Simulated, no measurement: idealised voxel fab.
Module name: voxel transistor to metal (process module)
Cross-section cut spans 165 nm and uses square cells 5 nm in size.
A cross-section in this document is a grid of square cells, and it is written down as bands, the top band listed before the ones below it; a band is made up of one or more rows of cells. Band: top height; bottom height; in nm. Then, left to right: material with width in nm, for each material. "all across": a single material spanning edge to edge. "air": empty space. Height datum 0, below which the as-received substrate wafer is one material. Lowest band open at the bottom, running downward: "from 0 down". The expression "30..40" gives the width at the extremes of the band, the first number at its top row of cells and the second at its bottom row, with the width changing by equal amounts from each row to the next in between. "remained the same" after a step means that no cell of the cross-section changed. In "Closed void listing" the enclosed voids are listed, meaning empty spaces of 8 cells or larger without any opening to the top. The form is width x height at distance, distance from the left edge, units nm. Step line, after settings: the simulator's comment on this step. For masked steps, "overlay nm" on the step line gives how far right of plan the mask actually lay; a minus sign means it lay to the left.

**plan**
| 1 | RECEIVE | material Si |
| 2 | OXIDIZE | depth nm 5 |
| 3 | CONFORMAL_DEP | material SiN | thk nm 10 |
| 4 | MASKED_ETCH | tone cover | mask id ACTIVE | width nm 115 | etch materials SiN | depth nm 10 | overlay nm 0 |
| 5 | MASKED_ETCH | tone cover | mask id ACTIVE | width nm 115 | etch materials SiO2 | depth nm 5 | overlay nm 0 |
| 6 | MASKED_ETCH | tone cover | mask id ACTIVE | width nm 115 | etch materials Si | depth nm 30 | overlay nm 0 |
| 7 | OXIDIZE | depth nm 5 |
| 8 | FILL_DEP | material SiO2 | thk nm 10 |
| 9 | CMP | height nm 10 |
| 10 | SELECTIVE_ETCH | etch materials SiO2 | depth nm 5 |
| 11 | STRIP | etch materials SiN |
| 12 | SELECTIVE_ETCH | etch materials SiO2 | depth nm 5 |
| 13 | OXIDIZE | depth nm 5 |
| 14 | DIRECTIONAL_DEP | material polySi | thk nm 20 |
| 15 | DIRECTIONAL_DEP | material SiCN | thk nm 15 |
| 16 | DIRECTIONAL_DEP | material aC | thk nm 15 |
| 17 | PATTERN | tone cover | mask id GATE | material resist | width nm 25 | thk nm 35 | overlay nm 0 |
| 18 | DIRECTIONAL_ETCH | etch materials aC | depth nm 15 |
| 19 | STRIP | etch materials resist |
| 20 | DIRECTIONAL_ETCH | etch materials SiCN | depth nm 25 |
| 21 | DIRECTIONAL_ETCH | etch materials polySi | depth nm 30 |
| 22 | STRIP | etch materials aC |
| 23 | CONFORMAL_DEP | material SiN | thk nm 10 |
| 24 | DIRECTIONAL_ETCH | etch materials SiN | depth nm 10 |
| 25 | DIRECTIONAL_ETCH | etch materials SiO2 | depth nm 5 |
| 26 | EPI | material pSi | thk nm 5 |
| 27 | FILL_DEP | material SiO2 | thk nm 5 |
| 28 | CMP | height nm 15 |
| 29 | STRIP | etch materials polySi |
| 30 | SELECTIVE_ETCH | etch materials SiO2 | depth nm 5 |
| 31 | CONFORMAL_DEP | material HfO2 | thk nm 5 |
| 32 | CONFORMAL_DEP | material TiN | thk nm 5 |
| 33 | FILL_DEP | material W | thk nm 10 |
| 34 | CMP | height nm 10 |
| 35 | DIRECTIONAL_DEP | material SiO2 | thk nm 15 |
| 36 | DIRECTIONAL_DEP | material aC | thk nm 10 |
| 37 | PATTERN | tone open | mask id CONTACT | material resist | width nm 20 | pitch nm 85 | thk nm 25 | overlay nm 0 |
| 38 | DIRECTIONAL_ETCH | etch materials aC | depth nm 10 |
| 39 | STRIP | etch materials resist |
| 40 | DIRECTIONAL_ETCH | etch materials SiO2 | depth nm 30 |
| 41 | STRIP | etch materials aC |
| 42 | CONFORMAL_DEP | material TiN | thk nm 5 |
| 43 | FILL_DEP | material W | thk nm 5 |
| 44 | CMP | height nm 25 |
| 45 | CONFORMAL_DEP | material SiCN | thk nm 5 |
| 46 | DIRECTIONAL_DEP | material SiO2 | thk nm 20 |
| 47 | MASKED_ETCH | tone open | mask id METAL_1 | width nm 20 | pitch nm 85 | etch materials SiO2 | depth nm 20 | overlay nm 0 |
| 48 | MASKED_ETCH | tone open | mask id METAL_1 | width nm 20 | pitch nm 85 | etch materials SiCN | depth nm 5 | overlay nm 0 |
| 49 | CONFORMAL_DEP | material TiN | thk nm 5 |
| 50 | FILL_DEP | material Cu | thk nm 5 |
| 51 | CMP | height nm 50 |
| 52 | CONFORMAL_DEP | material SiCN | thk nm 5 |

**Wafer cross-section on receipt, i.e. after step 1**
* from 0 down: Si all across
* Closed void listing: none

**Figure: cross-sectional view of the wafer upon completion of the module, processed from the initial state and according to the plan depicted above, with one error introduced during execution**
* from 55 to 50: SiCN all across
* from 50 to 30: 30 SiO2, then 5 TiN, then 10 Cu, then 5 TiN, then 65 SiO2, then 5 TiN, then 10 Cu, then 5 TiN, then 30 SiO2
* from 30 to 25: 30 SiCN, then 20 TiN, then 65 SiCN, then 20 TiN, then 30 SiCN
* from 25 to 10: 30 SiO2, then 5 TiN, then 10 W, then 5 TiN, then 65 SiO2, then 5 TiN, then 10 W, then 5 TiN, then 30 SiO2
* from 10 to 5: 30 SiO2, then 5 TiN, then 10 W, then 5 TiN, then 10 SiO2, then 10 SiN, then 5 HfO2, then 5 TiN, then 5 W, then 5 TiN, then 5 HfO2, then 10 SiN, then 10 SiO2, then 5 TiN, then 10 W, then 5 TiN, then 30 SiO2
* from 5 to 0: 30 SiO2, then 5 TiN, then 10 W, then 5 TiN, then 10 SiO2, then 10 SiN, then 5 HfO2, then 5 TiN, then 5 W, then 5 TiN, then 5 HfO2, then 10 SiN, then 10 SiO2, then 20 TiN, then 30 SiO2
* from 0 to -5: 10 SiO2, then 10 SiN, then 10 SiO2, then 20 TiN, then 10 SiO2, then 10 SiN, then 5 HfO2, then 15 TiN, then 5 HfO2, then 10 SiN, then 10 SiO2, then 10 TiN, then 10 SiN, then 30 SiO2
* from -5 to -10: 20 SiO2, then 40 pSi, then 5 SiO2, then 35 HfO2, then 5 SiO2, then 20 pSi, then 40 SiO2
* from -10 to -40: 20 SiO2, then 115 Si, then 30 SiO2
* from -40 down: Si all across
* Closed void listing: none
Plan not followed: the process deviated at step 4: the operation and settings actually run there were MASKED_ETCH | tone cover | mask id ACTIVE | width nm 115 | etch materials SiN | depth nm 10 | overlay nm -10
